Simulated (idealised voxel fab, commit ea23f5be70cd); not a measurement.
The document below concerns the process module designated voxel transistor to metal.
cross-section cut | 285 nm wide | cells 5 nm
Bands, listed from the top down, are how a cross-section gets written in this document; the cross-section itself is a grid of square cells, and a band is one or more rows of them.
The entry gives the band's vertical extent as a top height and a bottom height in nm, then its horizontal make-up as materials from left to right, each with a width in nm. "blank" stands for empty space; a single material marked "everywhere" fills the band edge to edge.
Heads up on the height convention: 0 is the point under which the incoming wafer is all one material, and the lowest band has no bottom, it just keeps going down, like "0 and below".
When a width is written as two numbers, as in "30..40", the first number is the width in the top row of cells of the band and the second is the width in its bottom row, and the width changes by the same amount from each row to the next.
Step marked "remained unchanged"? Then no cell in the cross-section changed in it.
Under "Enclosed cavity list" you'll find the enclosed gaps, the ones with no way out to the top, that are 8 cells or bigger; each reads width x height at distance, with distance counted from the left edge, everything in nm.
What comes after the settings on a step's line is commentary from the simulator itself on that step.
You can add "overlay nm" to a step's line. For a step with a mask, it describes how far the mask lay to the right of its planned position, and a negative number describes a lay to the left.

Steps in the process plan:
- 1: RECEIVE (material Si)
- 2: OXIDIZE (depth nm 5)
- 3: CONFORMAL_DEP (material SiN; thk nm 10)
- 4: PATTERN (tone cover; mask id ACTIVE; material resist; width nm 100; pitch nm 125; thk nm 20; overlay nm 0)
- 5: DIRECTIONAL_ETCH (etch materials SiN; depth nm 10)
- 6: DIRECTIONAL_ETCH (etch materials SiO2; depth nm 5)
- 7: DIRECTIONAL_ETCH (etch materials Si; depth nm 25)
- 8: STRIP (etch materials resist)
- 9: FILL_DEP (material SiO2; thk nm 10)
- 10: CMP (height nm 10)
- 11: SELECTIVE_ETCH (etch materials SiO2; depth nm 5)
- 12: STRIP (etch materials SiN)
- 13: SELECTIVE_ETCH (etch materials SiO2; depth nm 5)
- 14: OXIDIZE (depth nm 5)
- 15: DIRECTIONAL_DEP (material polySi; thk nm 15)
- 16: DIRECTIONAL_DEP (material SiCN; thk nm 10)
- 17: DIRECTIONAL_DEP (material aC; thk nm 10)
- 18: PATTERN (tone cover; mask id GATE; material resist; width nm 20; pitch nm 125; thk nm 30; overlay nm 0)
- 19: DIRECTIONAL_ETCH (etch materials aC; depth nm 10)
- 20: STRIP (etch materials resist)
- 21: DIRECTIONAL_ETCH (etch materials SiCN; depth nm 20)
- 22: DIRECTIONAL_ETCH (etch materials polySi; depth nm 35)
- 23: STRIP (etch materials aC)
- 24: CONFORMAL_DEP (material SiN; thk nm 10)
- 25: DIRECTIONAL_ETCH (etch materials SiN; depth nm 10)
- 26: DIRECTIONAL_ETCH (etch materials SiO2; depth nm 5)
- 27: EPI (material SiGe; thk nm 5)
- 28: FILL_DEP (material SiO2; thk nm 10)
- 29: CMP (height nm 30)
- 30: DIRECTIONAL_DEP (material SiO2; thk nm 15)
- 31: MASKED_ETCH (tone open; mask id CONTACT; width nm 30; etch materials SiO2; depth nm 50; overlay nm 0)
- 32: CONFORMAL_DEP (material TiN; thk nm 5)
- 33: FILL_DEP (material W; thk nm 10)
- 34: CMP (height nm 45)
- 35: CONFORMAL_DEP (material SiCN; thk nm 5)
- 36: DIRECTIONAL_DEP (material lowk; thk nm 25)
- 37: MASKED_ETCH (tone open; mask id METAL_1; width nm 15; etch materials lowk; depth nm 25; overlay nm 0)
- 38: MASKED_ETCH (tone open; mask id METAL_1; width nm 15; etch materials SiCN; depth nm 5; overlay nm 0)
- 39: CONFORMAL_DEP (material TiN; thk nm 5)
- 40: FILL_DEP (material Ru; thk nm 10)
- 41: CMP (height nm 75)
- 42: EPI (material Ru; thk nm 5)
- 43: FILL_DEP (material SiCN; thk nm 5)
The thk nm used in step 15 is not the same on every wafer, whereas the starting condition is; the value printed in the plan is the first wafer's.

Here's the first of the wafers in cross-section, just as we got it, i.e. after step 1:
0 and below = Si everywhere
Enclosed cavity list: none

First of several wafers: cross-section at the end of the module, after step 43, its last step:
85 down to 80 = SiCN everywhere
80 down to 75 = SiCN (30); Ru (25); SiCN (50); Ru (25); SiCN (25); Ru (25); SiCN (50); Ru (25); SiCN (30)
75 down to 50 = lowk (35); TiN (5); Ru (5); TiN (5); lowk (60); TiN (5); Ru (5); TiN (5); lowk (35); TiN (5); Ru (5); TiN (5); lowk (60); TiN (5); Ru (5); TiN (5); lowk (35)
50 down to 45 = SiCN (35); TiN (15); SiCN (60); TiN (15); SiCN (35); TiN (15); SiCN (60); TiN (15); SiCN (35)
45 down to 25 = SiO2 (35); TiN (5); W (20); TiN (5); SiO2 (30); TiN (5); W (20); TiN (5); SiO2 (35); TiN (5); W (20); TiN (5); SiO2 (30); TiN (5); W (20); TiN (5); SiO2 (35)
25 down to 20 = SiO2 (35); TiN (5); W (15); TiN (10); SiO2 (30); TiN (10); W (15); TiN (5); SiO2 (35); TiN (5); W (15); TiN (10); SiO2 (30); TiN (10); W (15); TiN (5); SiO2 (35)
20 down to 10 = SiO2 (35); TiN (5); W (15); TiN (5); SiN (10); SiCN (20); SiN (10); TiN (5); W (15); TiN (5); SiO2 (35); TiN (5); W (15); TiN (5); SiN (10); SiCN (20); SiN (10); TiN (5); W (15); TiN (5); SiO2 (35)
10 down to 0 = SiO2 (35); TiN (5); W (15); TiN (5); SiN (10); polySi (20); SiN (10); TiN (5); W (15); TiN (5); SiO2 (35); TiN (5); W (15); TiN (5); SiN (10); polySi (20); SiN (10); TiN (5); W (15); TiN (5); SiO2 (35)
0 down to -5 = SiO2 (25); SiN (10); TiN (25); SiN (10); polySi (20); SiN (10); TiN (25); SiN (10); SiO2 (15); SiN (10); TiN (25); SiN (10); polySi (20); SiN (10); TiN (25); SiN (10); SiO2 (25)
-5 down to -10 = SiO2 (35); SiGe (25); SiO2 (40); SiGe (25); SiO2 (35); SiGe (25); SiO2 (40); SiGe (25); SiO2 (35)
-10 down to -30 = SiO2 (30); Si (100); SiO2 (25); Si (100); SiO2 (30)
-30 and below = Si everywhere
Enclosed cavity list: none

Wafer cross-section (last wafer, module end):
85 down to 80 = SiCN everywhere
80 down to 75 = SiCN (30); Ru (25); SiCN (50); Ru (25); SiCN (25); Ru (25); SiCN (50); Ru (25); SiCN (30)
75 down to 50 = lowk (35); TiN (5); Ru (5); TiN (5); lowk (60); TiN (5); Ru (5); TiN (5); lowk (35); TiN (5); Ru (5); TiN (5); lowk (60); TiN (5); Ru (5); TiN (5); lowk (35)
50 down to 45 = SiCN (35); TiN (15); SiCN (60); TiN (15); SiCN (35); TiN (15); SiCN (60); TiN (15); SiCN (35)
45 down to 35 = SiO2 (35); TiN (5); W (20); TiN (5); SiO2 (30); TiN (5); W (20); TiN (5); SiO2 (35); TiN (5); W (20); TiN (5); SiO2 (30); TiN (5); W (20); TiN (5); SiO2 (35)
35 down to 30 = SiO2 (35); TiN (5); W (15); TiN (10); SiO2 (30); TiN (10); W (15); TiN (5); SiO2 (35); TiN (5); W (15); TiN (10); SiO2 (30); TiN (10); W (15); TiN (5); SiO2 (35)
30 down to 0 = SiO2 (35); TiN (5); W (15); TiN (5); SiN (10); polySi (20); SiN (10); TiN (5); W (15); TiN (5); SiO2 (35); TiN (5); W (15); TiN (5); SiN (10); polySi (20); SiN (10); TiN (5); W (15); TiN (5); SiO2 (35)
0 down to -5 = SiO2 (25); SiN (10); TiN (25); SiN (10); polySi (20); SiN (10); TiN (25); SiN (10); SiO2 (15); SiN (10); TiN (25); SiN (10); polySi (20); SiN (10); TiN (25); SiN (10); SiO2 (25)
-5 down to -10 = SiO2 (35); SiGe (25); SiO2 (40); SiGe (25); SiO2 (35); SiGe (25); SiO2 (40); SiGe (25); SiO2 (35)
-10 down to -30 = SiO2 (30); Si (100); SiO2 (25); Si (100); SiO2 (30)
-30 and below = Si everywhere
Enclosed cavity list: none

Quick key for the table: a row per wafer, taken at the end of the module. For each material it tells you how many cells the wafer gained (+) or lost (-) since it came in, and the closed voids come after:
thk nm 15 | +40 Ru | -182 Si | +155 SiCN | +20 SiGe | +48 SiN | +367 SiO2 | +148 TiN | +124 W | +225 lowk | +24 polySi | Enclosed cavity list: none
thk nm 20 | +40 Ru | -182 Si | +155 SiCN | +20 SiGe | +56 SiN | +355 SiO2 | +148 TiN | +120 W | +225 lowk | +32 polySi | Enclosed cavity list: none
thk nm 25 | +40 Ru | -182 Si | +155 SiCN | +20 SiGe | +64 SiN | +343 SiO2 | +148 TiN | +116 W | +225 lowk | +40 polySi | Enclosed cavity list: none
thk nm 30 | +40 Ru | -182 Si | +147 SiCN | +20 SiGe | +64 SiN | +343 SiO2 | +148 TiN | +116 W | +225 lowk | +48 polySi | Enclosed cavity list: none
thk nm 35 | +40 Ru | -182 Si | +139 SiCN | +20 SiGe | +64 SiN | +343 SiO2 | +148 TiN | +116 W | +225 lowk | +56 polySi | Enclosed cavity list: none
